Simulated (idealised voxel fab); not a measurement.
Presented below is a process module, voxel lift off.
220 nm wide, 5 nm square cells: that's cross-section cut.
Square cells in a grid make up a cross-section in this document, and the grid is given as bands, listed from the top down, each one or more rows of cells. In this notation a band is specified by the heights of its top and bottom, in that order and in nm, after which its materials appear from left to right, each paired with its width in nm. The word "edge to edge" attached to a single material means that material fills the band from edge to edge; the word "blank" stands for empty space. Measure heights from 0. That's the level where, below it, the as-received wafer is all one material. The lowest band is bottomless and extends downward; write it as in "from 0 down". A width such as "30->40" changes by the same amount from each row of cells to the next, from the band's top row to its bottom row. The cross-section has no changed cell in any step marked "no alteration". In "Completely enclosed voids" the enclosed voids are listed, meaning empty spaces of 8 cells or larger without any opening to the top. The form is width x height at distance, distance from the left edge, units nm. Where a step's line continues beyond its settings, the continuation is a remark by the simulator itself on that step. For masked steps, "overlay nm" on the step line gives how far right of plan the mask actually lay; a minus sign means it lay to the left.
Here's what the planned process steps look like
1,RECEIVE: material Si
2,CONFORMAL_DEP: material Al2O3, thk nm 10
3,PATTERN: tone open, mask id LINES, material resist, width nm 30, pitch nm 45, thk nm 25, overlay nm 0
4,DIRECTIONAL_DEP: material Ru, thk nm 15
5,STRIP: etch materials resist
6,CONFORMAL_DEP: material SiO2, thk nm 5
The first wafer of two, processed as planned
Cross-section of the wafer upon arrival, representing the state reached after step 1
    from 0 down | Si edge to edge
    Completely enclosed voids: none
Wafer after step 2 (cross-section)
    from 10 to 0 | Al2O3 edge to edge
    All layers under 0 are left as they were.
Wafer after step 3 (cross-section)
    from 35 to 10 | 70 resist | 30 blank | 15 resist | 30 blank | 75 resist
    All layers under 10 are left as they were.
Wafer after step 4 (cross-section)
    from 50 to 35 | 70 Ru | 30 blank | 15 Ru | 30 blank | 75 Ru
    from 35 to 25 | 70 resist | 30 blank | 15 resist | 30 blank | 75 resist
    from 25 to 10 | 70 resist | 30 Ru | 15 resist | 30 Ru | 75 resist
    All layers under 10 are left as they were.
Wafer after step 5 (cross-section)
    from 25 to 10 | 70 blank | 30 Ru | 15 blank | 30 Ru | 75 blank
    All layers under 10 are left as they were.
Wafer after step 6 (cross-section)
    from 30 to 25 | 65 blank | 40 SiO2 | 5 blank | 40 SiO2 | 70 blank
    from 25 to 15 | 65 blank | 5 SiO2 | 30 Ru | 5 SiO2 | 5 blank | 5 SiO2 | 30 Ru | 5 SiO2 | 70 blank
    from 15 to 10 | 70 SiO2 | 30 Ru | 15 SiO2 | 30 Ru | 75 SiO2
    All layers under 10 are left as they were.
Wafer two. Same start, same plan, one slip in execution. Same as wafer one through step 5, inclusive
The second wafer in cross-section, at the planned close of step 6: no alteration
The mistake made against the process plan was this: step 6 of the plan was omitted and not executed
Final difference in cells, second wafer against first, listed per material as more or fewer: SiO2 -56
